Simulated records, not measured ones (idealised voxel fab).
Presented below is a process module, voxel plated lines.
175 nm wide, 5 nm square cells: that's cross-section cut.
In this document a cross-section is written as a grid of square cells. It is given as a series of bands, listed from the top down, and a band is one or more rows of cells.
For a band, the entry starts with two heights in nm, that of the top and then that of the bottom, and carries on with the band's materials in order from left to right, each alongside its width in nm; the word "throughout" beside a single material means it fills the band edge to edge, and "blank" means empty space.
Convention: height 0 is the level below which the wafer, as received, is all one material. The lowest band does not terminate at the bottom but continues downward, represented as "0..down".
The expression "30 to 40" gives the width at the extremes of the band, the first number at its top row of cells and the second at its bottom row, with the width changing by equal amounts from each row to the next in between.
Where the words "changes: none" appear for a step, the cross-section shows no cell changed by that step; every cell remained as before.
"Enclosed empty spaces" contains a list of empty spaces, each no smaller than 8 cells and without an open way to the top, written in the form width x height at distance with the distance from the left edge and all three in nm.
It should be noted that, on the line of a given step, the content following the step's settings is a remark produced by the simulator itself with respect to that step.
"overlay nm" answers the question of how far to the right of plan the mask lay on a step that has a mask, and when it is negative the answer is to the left.

# So here's the lineup of process steps we planned
- 1: RECEIVE, material Si
- 2: CONFORMAL_DEP, material SiO2, thk nm 5
- 3: DIRECTIONAL_DEP, material TiN, thk nm 5
- 4: PATTERN, tone open, mask id LINES, material resist, width nm 15, pitch nm 35, thk nm 20, overlay nm 0
- 5: EPI, material Ru, thk nm 10
- 6: STRIP, etch materials resist
- 7: DIRECTIONAL_ETCH, etch materials TiN, depth nm 5
- 8: CONFORMAL_DEP, material SiCN, thk nm 10

# Cross-sectional view of the wafer in its as-received condition, corresponding to the state after step 1
    0..down = Si throughout
    Enclosed empty spaces: none

# What the wafer looks like in cross-section after this module, when it starts as shown above and follows the plan above but one mistake is made in running it
    40..30 = blank: 15 / SiCN: 140 / blank: 20
    30..25 = blank: 15 / SiCN: 10 / Ru: 15 / SiCN: 20 / Ru: 15 / SiCN: 20 / Ru: 15 / SiCN: 20 / Ru: 15 / SiCN: 10 / blank: 20
    25..20 = SiCN: 25 / Ru: 15 / SiCN: 20 / Ru: 15 / SiCN: 20 / Ru: 15 / SiCN: 20 / Ru: 15 / SiCN: 30
    20..15 = SiCN: 25 / TiN: 15 / SiCN: 20 / TiN: 15 / SiCN: 20 / TiN: 15 / SiCN: 20 / TiN: 15 / SiCN: 30
    15..5 = TiN throughout
    5..0 = SiO2 throughout
    0..down = Si throughout
    Enclosed empty spaces: none
what went wrong: for step 3, the planned setting was not used; the step was instead run as DIRECTIONAL_DEP, material TiN, thk nm 15
